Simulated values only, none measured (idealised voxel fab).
Module name: voxel wiring stack (process module)
Cross-sectional view cut (width: 240 nm; square cell size: 5 nm).
Square cells in a grid make up a cross-section in this document, and the grid is given as bands, listed from the top down, each one or more rows of cells.
First you get the band's top height and its bottom height, in nm, and then the materials it's made of, left to right, with each width in nm. If you see a single material with "throughout", that one covers the band edge to edge. "blank" is empty space.
Heights are expressed relative to 0, this being the level below which the as-received wafer comprises one material exclusively. The lowest band is unbounded in the downward direction and is denoted as in "z 0 and below".
So if you see something like "30->40" for the width, read it as the top row of the band sitting at the first number and the bottom row at the second, with every row in between moving by the same amount as the last.
No cell of the cross-section changed in a step that is given as "remained unchanged".
Under "Sealed void list" you'll find the enclosed gaps, the ones with no way out to the top, that are 8 cells or bigger; each reads width x height at distance, with distance counted from the left edge, everything in nm.
Whatever follows a step's settings on its line is a remark the simulator itself makes about that step.
On any step carrying a mask, the "overlay nm" setting, if present on the step's line, tells how far right of its planned place the mask lay; negative values point to the left.
**The steps planned for the process are as follows**
1. RECEIVE,material Si
2. CONFORMAL_DEP,material SiO2,thk nm 15
3. DIRECTIONAL_DEP,material TiN,thk nm 5
4. DIRECTIONAL_DEP,material Ru,thk nm 15
5. PATTERN,tone cover,mask id METAL_1,material resist,width nm 25,pitch nm 55,thk nm 15,overlay nm 0
6. DIRECTIONAL_ETCH,etch materials Ru,depth nm 15
7. DIRECTIONAL_ETCH,etch materials TiN,depth nm 5
8. STRIP,etch materials resist
9. CONFORMAL_DEP,material SiCN,thk nm 5
10. FILL_DEP,material lowk,thk nm 5
11. CMP,height nm 35
12. CONFORMAL_DEP,material SiCN,thk nm 5
13. DIRECTIONAL_DEP,material SiO2,thk nm 30
14. DIRECTIONAL_DEP,material aC,thk nm 10
15. PATTERN,tone open,mask id METAL_2_HOLES,material resist,width nm 15,pitch nm 55,thk nm 25,overlay nm 0
16. DIRECTIONAL_ETCH,etch materials aC,depth nm 10
17. STRIP,etch materials resist
18. DIRECTIONAL_ETCH,etch materials SiO2,depth nm 30
19. STRIP,etch materials aC
20. DIRECTIONAL_DEP,material aC,thk nm 15
21. PATTERN,tone open,mask id METAL_2,material resist,width nm 25,pitch nm 55,thk nm 35,overlay nm 0
22. DIRECTIONAL_ETCH,etch materials aC,depth nm 15
23. STRIP,etch materials resist
24. DIRECTIONAL_ETCH,etch materials SiO2,depth nm 15
25. DIRECTIONAL_ETCH,etch materials SiCN,depth nm 5
26. STRIP,etch materials aC
27. CONFORMAL_DEP,material TiN,thk nm 5
28. FILL_DEP,material Ru,thk nm 5
29. CMP,height nm 70
30. CONFORMAL_DEP,material SiCN,thk nm 5
**Cross-section of the wafer as it came to us, i.e., already through step 1**
	z 0 and below: Si throughout
	Sealed void list: none
**As-planned run: cross-section of the first of two wafers at end of module**
	z 75 to 70: SiCN throughout
	z 70 to 60: 50 nm SiO2 / 5 nm TiN / 15 nm Ru / 5 nm TiN / 30 nm SiO2 / 5 nm TiN / 15 nm Ru / 5 nm TiN / 30 nm SiO2 / 5 nm TiN / 15 nm Ru / 5 nm TiN / 55 nm SiO2
	z 60 to 55: 50 nm SiO2 / 5 nm TiN / 5 nm Ru / 15 nm TiN / 30 nm SiO2 / 5 nm TiN / 5 nm Ru / 15 nm TiN / 30 nm SiO2 / 5 nm TiN / 5 nm Ru / 15 nm TiN / 55 nm SiO2
	z 55 to 40: 50 nm SiO2 / 5 nm TiN / 5 nm Ru / 5 nm TiN / 40 nm SiO2 / 5 nm TiN / 5 nm Ru / 5 nm TiN / 40 nm SiO2 / 5 nm TiN / 5 nm Ru / 5 nm TiN / 65 nm SiO2
	z 40 to 35: 50 nm SiCN / 15 nm TiN / 40 nm SiCN / 15 nm TiN / 40 nm SiCN / 15 nm TiN / 65 nm SiCN
	z 35 to 20: 45 nm lowk / 5 nm SiCN / 25 nm Ru / 5 nm SiCN / 20 nm lowk / 5 nm SiCN / 25 nm Ru / 5 nm SiCN / 20 nm lowk / 5 nm SiCN / 25 nm Ru / 5 nm SiCN / 50 nm lowk
	z 20 to 15: 50 nm SiCN / 25 nm TiN / 30 nm SiCN / 25 nm TiN / 30 nm SiCN / 25 nm TiN / 55 nm SiCN
	z 15 to 0: SiO2 throughout
	z 0 and below: Si throughout
	Sealed void list: none
**Wafer two, sectioned after the module: the first wafer's start, the first wafer's plan, and one mistake in how it was run**
	z 75 to 70: SiCN throughout
	z 70 to 60: 50 nm SiO2 / 5 nm TiN / 15 nm Ru / 5 nm TiN / 30 nm SiO2 / 5 nm TiN / 15 nm Ru / 5 nm TiN / 30 nm SiO2 / 5 nm TiN / 15 nm Ru / 5 nm TiN / 55 nm SiO2
	z 60 to 55: 50 nm SiO2 / 5 nm TiN / 5 nm Ru / 15 nm TiN / 30 nm SiO2 / 5 nm TiN / 5 nm Ru / 15 nm TiN / 30 nm SiO2 / 5 nm TiN / 5 nm Ru / 15 nm TiN / 55 nm SiO2
	z 55 to 40: 50 nm SiO2 / 5 nm TiN / 5 nm Ru / 5 nm TiN / 40 nm SiO2 / 5 nm TiN / 5 nm Ru / 5 nm TiN / 40 nm SiO2 / 5 nm TiN / 5 nm Ru / 5 nm TiN / 65 nm SiO2
	z 40 to 35: 50 nm SiCN / 15 nm TiN / 40 nm SiCN / 15 nm TiN / 40 nm SiCN / 15 nm TiN / 65 nm SiCN
	z 35 to 20: 45 nm lowk / 5 nm SiO2 / 25 nm Ru / 5 nm SiO2 / 20 nm lowk / 5 nm SiO2 / 25 nm Ru / 5 nm SiO2 / 20 nm lowk / 5 nm SiO2 / 25 nm Ru / 5 nm SiO2 / 50 nm lowk
	z 20 to 15: 50 nm SiO2 / 25 nm TiN / 30 nm SiO2 / 25 nm TiN / 30 nm SiO2 / 25 nm TiN / 55 nm SiO2
	z 15 to 0: SiO2 throughout
	z 0 and below: Si throughout
	Sealed void list: none
Misprocessing identified: not per plan at step 9, really ran CONFORMAL_DEP,material SiO2,thk nm 5
Final tally in cells, some materials are higher or lower on the second wafer than on the first: SiCN -51, SiO2 +51
